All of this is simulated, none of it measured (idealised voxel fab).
Title: Process Module voxel self aligned vias
FYI the section here is cut, 185 nm wide, cells are 5 nm squares.
This document writes a cross-section as a grid whose cells are square, and gives it as bands, listed from the top down; one or more rows of cells form a band. Look at the band entry: it leads with the top's height and the bottom's height in nm. Then it lists the materials left to right, with a width in nm for each. The word "throughout" on a single material says that material fills the band edge to edge. The word "air" is empty space. Heights from 0 (as-received wafer is one material below). Bottom band endless downward, as "0 and below". Think of "30..40" as a width that walks from the first number to the second as you go down the band, top row to bottom row, taking equal-sized steps from row to row. For the purposes of this document, the phrase "no alteration" attached to a step denotes that no cell within the cross-section was modified by that step. The entry "Sealed internal voids" lists the empty spaces that cover at least 8 cells and have no open path to the top. Each is written as width x height at distance, where the distance is measured from the left edge and all three values are in nm. What comes after the settings on a step's line is commentary from the simulator itself on that step. overlay nm: where the mask lay relative to plan, measured to the right, on steps with a mask; negatives go left.

List of planned process steps:
1,RECEIVE: material Si
2,CONFORMAL_DEP: material SiO2, thk nm 10
3,CONFORMAL_DEP: material SiCN, thk nm 5
4,DIRECTIONAL_DEP: material SiO2, thk nm 30
5,PATTERN: tone open, mask id LINES, material resist, width nm 20, pitch nm 55, thk nm 15, overlay nm 0
6,DIRECTIONAL_ETCH: etch materials SiO2, depth nm 30
7,STRIP: etch materials resist
8,CONFORMAL_DEP: material TiN, thk nm 5
9,FILL_DEP: material Ru, thk nm 10
10,CMP: height nm 45
11,SELECTIVE_ETCH: etch materials W Ru TiN, depth nm 5
12,FILL_DEP: material SiN, thk nm 10
13,CMP: height nm 45
14,DIRECTIONAL_DEP: material SiO2, thk nm 15
15,PATTERN: tone open, mask id VIAS, material resist, width nm 30, pitch nm 55, thk nm 20, overlay nm 0
16,DIRECTIONAL_ETCH: etch materials SiO2, depth nm 15
17,DIRECTIONAL_ETCH: etch materials SiN, depth nm 5
18,STRIP: etch materials resist
19,CONFORMAL_DEP: material TiN, thk nm 5
20,FILL_DEP: material Cu, thk nm 10
21,CMP: height nm 60
22,CONFORMAL_DEP: material SiN, thk nm 5

Shown in cross-section is the wafer as received, that is, as it stands after step 1:
- 0 and below | Si throughout
- Sealed internal voids: none

Final wafer profile in cross-section after the module, from the same start and plan as above, with one mistake made during processing:
- 65 down to 60 | SiN throughout
- 60 down to 50 | SiO2: 40; TiN: 5; Cu: 20; TiN: 5; SiO2: 25; TiN: 5; Cu: 20; TiN: 5; SiO2: 60
- 50 down to 45 | SiO2: 40; TiN: 20; Cu: 5; TiN: 5; SiO2: 25; TiN: 20; Cu: 5; TiN: 5; SiO2: 60
- 45 down to 40 | SiO2: 55; TiN: 15; SiN: 5; SiO2: 35; TiN: 15; SiN: 5; SiO2: 55
- 40 down to 20 | SiO2: 55; TiN: 5; Ru: 10; TiN: 5; SiO2: 35; TiN: 5; Ru: 10; TiN: 5; SiO2: 55
- 20 down to 15 | SiO2: 55; TiN: 20; SiO2: 35; TiN: 20; SiO2: 55
- 15 down to 10 | SiCN throughout
- 10 down to 0 | SiO2 throughout
- 0 and below | Si throughout
- Sealed internal voids: none
The mistake made against the process plan was this: step 15 went in with a setting other than planned; the actual run was PATTERN: tone open, mask id VIAS, material resist, width nm 30, pitch nm 55, thk nm 20, overlay nm -10
